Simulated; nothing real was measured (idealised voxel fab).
process module | voxel double patterning
cross-section cut | 180 nm wide | cells 5 nm
A cross-section is a grid of square cells, given in bands from the top down. A band is one or more rows of cells.
Each band's line starts with the height of the band's top and of its bottom, in nm. Then come its materials from left to right, each with its width in nm. One material with "throughout" fills the band from edge to edge. "air" is empty space.
Height 0 is the level under which the wafer as received is all one material. The lowest band goes on downwards, as in "0 down".
A width such as "30 to 40" changes by the same amount from each row of cells to the next, from the band's top row to its bottom row.
"no change" after a step means that no cell of the cross-section changed.
closed voids: empty space of 8 cells or more with no open way to the top, each as width x height at its distance from the left edge, in nm
after a step's settings: what the simulator itself notes on the step
overlay nm, on a step with a mask: how far to the right of its planned place the mask lay; to the left if negative
plan
1 op RECEIVE | material Si
2 op CONFORMAL_DEP | material SiO2 | thk nm 10
3 op DIRECTIONAL_DEP | material polySi | thk nm 20
4 op DIRECTIONAL_DEP | material SiN | thk nm 5
5 op DIRECTIONAL_DEP | material aC | thk nm 10
6 op PATTERN | tone open | mask id FIRST | material resist | width nm 15 | pitch nm 50 | thk nm 25 | overlay nm 0
7 op DIRECTIONAL_ETCH | etch materials aC | depth nm 10
8 op STRIP | etch materials resist
9 op DIRECTIONAL_ETCH | etch materials SiN | depth nm 5
10 op STRIP | etch materials aC
11 op DIRECTIONAL_DEP | material aC | thk nm 15
12 op PATTERN | tone open | mask id SECOND | material resist | width nm 15 | pitch nm 50 | thk nm 30 | overlay nm -15
13 op DIRECTIONAL_ETCH | etch materials aC | depth nm 15
14 op STRIP | etch materials resist
15 op DIRECTIONAL_ETCH | etch materials SiN | depth nm 5
16 op STRIP | etch materials aC
17 op DIRECTIONAL_ETCH | etch materials polySi | depth nm 20
18 op STRIP | etch materials SiN
varied across the wafers: overlay nm of step 12. The plan shows the first wafer's value. All wafers start alike
first wafer as received, after step 1
  0 down: Si throughout
  closed voids: none
first wafer at the end, after step 18
  30 to 10: polySi 30 | air 25 | polySi 25 | air 25 | polySi 25 | air 15 | polySi 35
  10 to 0: SiO2 throughout
  0 down: Si throughout
  closed voids: none
last wafer at the end
  30 to 10: polySi 30 | air 15 | polySi 25 | air 25 | polySi 25 | air 25 | polySi 35
  10 to 0: SiO2 throughout
  0 down: Si throughout
  closed voids: none
each wafer at the end: cells of each material gained (+) or lost (-) since it was received, then its closed voids
overlay nm -15 | +72 SiO2 | +92 polySi | closed voids: none
overlay nm -10 | +72 SiO2 | +84 polySi | closed voids: none
overlay nm -5 | +72 SiO2 | +84 polySi | closed voids: none
overlay nm 0 | +72 SiO2 | +84 polySi | closed voids: none
overlay nm 5 | +72 SiO2 | +84 polySi | closed voids: none
overlay nm 10 | +72 SiO2 | +84 polySi | closed voids: none
overlay nm 15 | +72 SiO2 | +92 polySi | closed voids: none
